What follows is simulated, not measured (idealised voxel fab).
The following process module bears the name voxel released beams.
cross-section cut | 280 nm wide | cells 5 nm
Throughout this document, each cross-section is represented as a grid of square cells and is presented as a sequence of bands enumerated from the top downward, where a band comprises one or more rows of cells. Band: top height; bottom height; in nm. Then, left to right: material with width in nm, for each material. "throughout": a single material spanning edge to edge. "empty": empty space. Basically, 0 is our baseline, since under it the wafer straight out of the box is all one material. The bottom band has no lower end and keeps on going down, so it looks like "0 nm and below". You'd read "30 to 40" like this: the band's top row of cells is as wide as the first number, its bottom row is as wide as the second, and going down, every row changes width by the same amount as the row before did. "no change" for a step: no cell of the cross-section changed in that step. If an empty space has no open way to the top and is at least 8 cells in size, "Catalogued sealed voids" lists it, written width x height at distance, where distance is measured from the left edge and every value is in nm. Post-settings text on a step line: simulator's own remark regarding the step. Among the settings permitted on a step's line is "overlay nm"; applied to a step with a mask, it specifies the extent to which the mask lay to the right of its planned position, whereas a negative figure signifies a position to the left.
## Process steps foreseen in the plan
- 1: RECEIVE (material Si)
- 2: CONFORMAL_DEP (material Al2O3; thk nm 5)
- 3: DIRECTIONAL_DEP (material SiO2; thk nm 10)
- 4: DIRECTIONAL_DEP (material aC; thk nm 10)
- 5: PATTERN (tone open; mask id ANCHOR; material resist; width nm 40; thk nm 25; overlay nm 0)
- 6: DIRECTIONAL_ETCH (etch materials aC; depth nm 10)
- 7: STRIP (etch materials resist)
- 8: DIRECTIONAL_ETCH (etch materials SiO2; depth nm 10)
- 9: STRIP (etch materials aC)
- 10: CONFORMAL_DEP (material SiN; thk nm 15)
- 11: MASKED_ETCH (tone cover; mask id BEAM; width nm 85; etch materials SiN; depth nm 15; overlay nm 0)
- 12: STRIP (etch materials SiO2)
## Cross-section of the wafer at receipt, which is the condition after step 1
	0 nm and below: Si throughout
	Catalogued sealed voids: none
## Final cross-section, module run with one mistake (start and plan as above)
	15 nm to 5 nm: empty 100 nm, then SiN 15 nm, then empty 10 nm, then SiN 15 nm, then empty 140 nm
	5 nm to 0 nm: Al2O3 throughout
	0 nm and below: Si throughout
	Catalogued sealed voids: none
what went wrong: step 11 was run on a setting that differed from the plan, and what really ran there is MASKED_ETCH (tone open; mask id BEAM; width nm 85; etch materials SiN; depth nm 15; overlay nm 0)
